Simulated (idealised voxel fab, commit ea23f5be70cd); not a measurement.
process module | voxel released beams
cross-section cut | 280 nm wide | cells 5 nm
A cross-section is a grid of square cells, given in bands from the top down. A band is one or more rows of cells.
Each band's line starts with the height of the band's top and of its bottom, in nm. Then come its materials from left to right, each with its width in nm. One material with "throughout" fills the band from edge to edge. "air" is empty space.
Height 0 is the level under which the wafer as received is all one material. The lowest band goes on downwards, as in "0 down".
A width such as "30 to 40" changes by the same amount from each row of cells to the next, from the band's top row to its bottom row.
"no change" after a step means that no cell of the cross-section changed.
closed voids: empty space of 8 cells or more with no open way to the top, each as width x height at its distance from the left edge, in nm
after a step's settings: what the simulator itself notes on the step
overlay nm, on a step with a mask: how far to the right of its planned place the mask lay; to the left if negative
plan
1 op RECEIVE | material Si
2 op CONFORMAL_DEP | material Al2O3 | thk nm 10
3 op DIRECTIONAL_DEP | material SiO2 | thk nm 15
4 op DIRECTIONAL_DEP | material aC | thk nm 15
5 op PATTERN | tone open | mask id ANCHOR | material resist | width nm 40 | thk nm 30 | overlay nm 0
6 op DIRECTIONAL_ETCH | etch materials aC | depth nm 15
7 op STRIP | etch materials resist
8 op DIRECTIONAL_ETCH | etch materials SiO2 | depth nm 15
9 op STRIP | etch materials aC
10 op CONFORMAL_DEP | material SiN | thk nm 15
11 op DIRECTIONAL_DEP | material aC | thk nm 15
12 op PATTERN | tone cover | mask id BEAM | material resist | width nm 110 | thk nm 35 | overlay nm -15
13 op DIRECTIONAL_ETCH | etch materials aC | depth nm 15
14 op STRIP | etch materials resist
15 op DIRECTIONAL_ETCH | etch materials SiN | depth nm 15
16 op STRIP | etch materials aC
17 op STRIP | etch materials SiO2
varied across the wafers: overlay nm of step 12. The plan shows the first wafer's value. All wafers start alike
first wafer as received, after step 1
  0 down: Si throughout
  closed voids: none
each wafer at the end: cells of each material gained (+) or lost (-) since it was received, then its closed voids
overlay nm -15 | +112 Al2O3 | +84 SiN | closed voids: none
overlay nm -10 | +112 Al2O3 | +84 SiN | closed voids: none
overlay nm -5 | +112 Al2O3 | +84 SiN | closed voids: none
overlay nm 0 | +112 Al2O3 | +84 SiN | closed voids: none
overlay nm 5 | +112 Al2O3 | +84 SiN | closed voids: none
overlay nm 10 | +112 Al2O3 | +84 SiN | closed voids: none
overlay nm 15 | +112 Al2O3 | +84 SiN | closed voids: none
